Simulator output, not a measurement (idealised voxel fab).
Presented below is a process module, voxel plated lines.
The cross-section shown here is cut; it is 225 nm wide and divided into square cells measuring 5 nm on a side.
Heads up, the way a cross-section reads in here is a grid of square cells, handed over as bands from the top down, with every band being one or more rows of cells.
The band entry comprises the height of the band's top followed by the height of its bottom, expressed in nm, and subsequently the band's materials from left to right, each stated together with its width in nm. Where a single material is marked with the word "full width", that material fills the band from edge to edge. The word "air" represents empty space.
For the purposes of this specification, 0 denotes the height below which the wafer in its as-received condition is composed wholly of one material, and the lowermost band, lacking a lower limit, extends downward without end, as expressed in "from 0 down".
So if you see something like "30->40" for the width, read it as the top row of the band sitting at the first number and the bottom row at the second, with every row in between moving by the same amount as the last.
No cell of the cross-section changed in a step that is given as "nothing altered".
Under "Enclosed cavities" you'll find the enclosed gaps, the ones with no way out to the top, that are 8 cells or bigger; each reads width x height at distance, with distance counted from the left edge, everything in nm.
Text after the settings on a step's line: the simulator's own remark on that step.
overlay nm: how far to the right of its planned place the mask lay on this masked step (negative: to the left).
### Planned step list for the process
1: RECEIVE with material Si
2: CONFORMAL_DEP with material SiN, thk nm 10
3: DIRECTIONAL_DEP with material TiN, thk nm 5
4: PATTERN with tone open, mask id LINES, material resist, width nm 30, pitch nm 45, thk nm 40, overlay nm 0
5: EPI with material Ru, thk nm 5
6: EPI with material Ru, thk nm 10
7: EPI with material Ru, thk nm 5
8: STRIP with etch materials resist
9: DIRECTIONAL_ETCH with etch materials TiN, depth nm 5
10: CONFORMAL_DEP with material SiO2, thk nm 10
### Received-state cross-section, reflecting completion of step 1
* from 0 down: Si full width
* Enclosed cavities: none
### Here's the wafer cut in cross-section after the module, started and planned just like above, except one thing was done wrong in the run
* from 45 to 35: SiO2 full width
* from 35 to 15: Ru full width
* from 15 to 10: TiN full width
* from 10 to 0: SiN full width
* from 0 down: Si full width
* Enclosed cavities: none
Short version of what went wrong: step 4 of the plan did not run at all; it was left out
